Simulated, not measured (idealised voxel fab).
Documented hereafter: the process module known as voxel ribs on slabs.
The cross-section shown here is cut; it is 250 nm wide and divided into square cells measuring 5 nm on a side.
Think of the cross-section as a grid of square cells. We describe it in bands, top to bottom, and each band covers one or more rows of those cells. Read a band's entry like this: the first values are the height of its top and the height of its bottom in nm, and what follows is the sequence of materials from left to right, each with its width in nm. Note that "air" is empty space, and that a single material marked "edge to edge" reaches across the band from edge to edge. Counting heights begins at 0, where everything beneath is, in the wafer as received, one material. The lowest band has no bottom; it goes on downwards, as "from 0 down" shows. Width: "30 to 40" (first number = top row, second number = bottom row, same change from row to row of cells). For the purposes of this document, the phrase "changes: none" attached to a step denotes that no cell within the cross-section was modified by that step. Basically, "Closed void inventory" tells you about the enclosed voids: empty spaces with no open way to the top, 8 cells or bigger, each written width x height at distance, where distance is from the left edge, all in nm. Where a step's line continues beyond its settings, the continuation is a remark by the simulator itself on that step. overlay nm: right-of-plan distance of the mask on a masked step; negative values mean left-of-plan.
### The following list gives the planned process steps
1. RECEIVE (material Si)
2. DIRECTIONAL_DEP (material SiO2; thk nm 20)
3. DIRECTIONAL_DEP (material polySi; thk nm 20)
4. MASKED_ETCH (tone cover; mask id RIB; width nm 20; etch materials polySi; depth nm 5; overlay nm 0)
5. DIRECTIONAL_DEP (material aC; thk nm 10)
6. PATTERN (tone cover; mask id SLAB; material resist; width nm 80; thk nm 30; overlay nm 0)
7. DIRECTIONAL_ETCH (etch materials aC; depth nm 10)
8. STRIP (etch materials resist)
9. DIRECTIONAL_ETCH (etch materials polySi; depth nm 15)
10. STRIP (etch materials aC)
11. FILL_DEP (material SiO2; thk nm 30)
12. CMP (height nm 60)
13. DIRECTIONAL_DEP (material W; thk nm 5)
14. MASKED_ETCH (tone cover; mask id HEATER; width nm 30; etch materials W; depth nm 5; overlay nm 0)
15. CONFORMAL_DEP (material SiN; thk nm 10)
### Cross-section of the wafer at receipt, which is the condition after step 1
* from 0 down = Si edge to edge
* Closed void inventory: none
### Run as planned - first of the two wafers cross-sectioned at the end of the module
* from 75 to 70 = 100 air  50 SiN  100 air
* from 70 to 65 = SiN edge to edge
* from 65 to 60 = 110 SiN  30 W  110 SiN
* from 60 to 40 = SiO2 edge to edge
* from 40 to 35 = 115 SiO2  20 polySi  115 SiO2
* from 35 to 20 = 85 SiO2  80 polySi  85 SiO2
* from 20 to 0 = SiO2 edge to edge
* from 0 down = Si edge to edge
* Closed void inventory: none
### Wafer two (of two), end-of-module cross-section: start = wafer one, plan = wafer one, one run mistake
* from 75 to 65 = SiN edge to edge
* from 65 to 60 = aC edge to edge
* from 60 to 40 = SiO2 edge to edge
* from 40 to 35 = 115 SiO2  20 polySi  115 SiO2
* from 35 to 20 = 85 SiO2  80 polySi  85 SiO2
* from 20 to 0 = SiO2 edge to edge
* from 0 down = Si edge to edge
* Closed void inventory: none
What was done differently from what was planned? step 13, actual vs plan mismatch, actual run DIRECTIONAL_DEP (material aC; thk nm 5)
Final comparison by cell count, materials where the second wafer has more or fewer than the first: SiN: 4 fewer; W: 6 fewer; aC: 50 more
